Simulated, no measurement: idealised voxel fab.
The process module that follows is named voxel capacitor over wiring.
The width of the displayed cross-section, cut, is 270 nm; its cells are square, with a size of 5 nm.
Throughout this document, each cross-section is represented as a grid of square cells and is presented as a sequence of bands enumerated from the top downward, where a band comprises one or more rows of cells. Band: top and bottom heights (nm) first, top before bottom; then materials from left to right, widths in nm. "full width" marks a sole material filling the band edge to edge. "empty" denotes empty space. Zero point of the height axis is 0; under it, received wafer = one material. Lowest band: continues down indefinitely, "0 and below". Note: "30->40" means the width goes from the first number (top row of the band) to the second number (bottom row) in equal steps per row of cells. What does "no modification" mean for a step? It means no cell of the cross-section changed in that step. Sealed void listing: empty space of 8 cells or more with no open way to the top, each as width x height at its distance from the left edge, in nm. Post-settings text on a step line: simulator's own remark regarding the step. When a step includes a mask, the "overlay nm" setting on its line states how far to the right of its planned place that mask lay, and negative values state how far to the left.
Planned step list for the process
1,RECEIVE with material Si
2,CONFORMAL_DEP with material SiO2, thk nm 10
3,CONFORMAL_DEP with material SiN, thk nm 5
4,DIRECTIONAL_DEP with material SiO2, thk nm 20
5,DIRECTIONAL_DEP with material aC, thk nm 10
6,PATTERN with tone open, mask id METAL_1, material resist, width nm 25, pitch nm 90, thk nm 25, overlay nm 0
7,DIRECTIONAL_ETCH with etch materials aC, depth nm 10
8,STRIP with etch materials resist
9,DIRECTIONAL_ETCH with etch materials SiO2, depth nm 20
10,DIRECTIONAL_ETCH with etch materials SiN, depth nm 5
11,STRIP with etch materials aC
12,CONFORMAL_DEP with material TiN, thk nm 5
13,FILL_DEP with material W, thk nm 10
14,CMP with height nm 35
15,CONFORMAL_DEP with material SiCN, thk nm 5
16,DIRECTIONAL_DEP with material lowk, thk nm 15
17,PATTERN with tone open, mask id PLUG_1, material resist, width nm 15, thk nm 15, overlay nm 0
18,DIRECTIONAL_ETCH with etch materials lowk, depth nm 15
19,DIRECTIONAL_ETCH with etch materials SiCN, depth nm 5
20,STRIP with etch materials resist
21,EPI with material Ru, thk nm 10
22,EPI with material Ru, thk nm 10
23,DIRECTIONAL_DEP with material TiN, thk nm 10
24,DIRECTIONAL_DEP with material HfO2, thk nm 5
25,DIRECTIONAL_DEP with material TiN, thk nm 5
26,PATTERN with tone cover, mask id UPPER_PLATE, material resist, width nm 70, thk nm 15, overlay nm 0
27,DIRECTIONAL_ETCH with etch materials TiN, depth nm 5
28,DIRECTIONAL_ETCH with etch materials HfO2, depth nm 5
29,STRIP with etch materials resist
30,MASKED_ETCH with tone cover, mask id LOWER_PLATE, width nm 80, etch materials TiN, depth nm 10, overlay nm 0
31,FILL_DEP with material SiO2, thk nm 20
32,CMP with height nm 90
33,MASKED_ETCH with tone open, mask id PLUG_2, width nm 15, etch materials SiO2, depth nm 15, overlay nm 0
34,CONFORMAL_DEP with material TiN, thk nm 5
35,FILL_DEP with material W, thk nm 5
36,CMP with height nm 90
37,CONFORMAL_DEP with material SiN, thk nm 5
Cross-section of the incoming wafer, state after step 1
* 0 and below | Si full width
* Sealed void listing: none
One mistake in running the module, otherwise start and plan as above: cross-section at the end
* 95 down to 90 | SiN full width
* 90 down to 80 | SiO2: 95, TiN: 5, lowk: 5, TiN: 5, SiO2: 160
* 80 down to 70 | SiO2: 95->85, TiN: 15->70, SiO2: 160->115
* 70 down to 65 | SiO2: 85, HfO2: 70, SiO2: 115
* 65 down to 55 | SiO2: 80, TiN: 80, SiO2: 110
* 55 down to 40 | lowk: 85, Ru: 15, lowk: 170
* 40 down to 35 | SiCN: 85, Ru: 15, SiCN: 170
* 35 down to 15 | SiO2: 75, TiN: 5, W: 15, TiN: 5, SiO2: 65, TiN: 5, W: 15, TiN: 5, SiO2: 80
* 15 down to 10 | SiN: 75, TiN: 25, SiN: 65, TiN: 25, SiN: 80
* 10 down to 0 | SiO2 full width
* 0 and below | Si full width
* Sealed void listing: none
Here's what went sideways: step 35 did not happen as planned, as run it was FILL_DEP with material lowk, thk nm 5
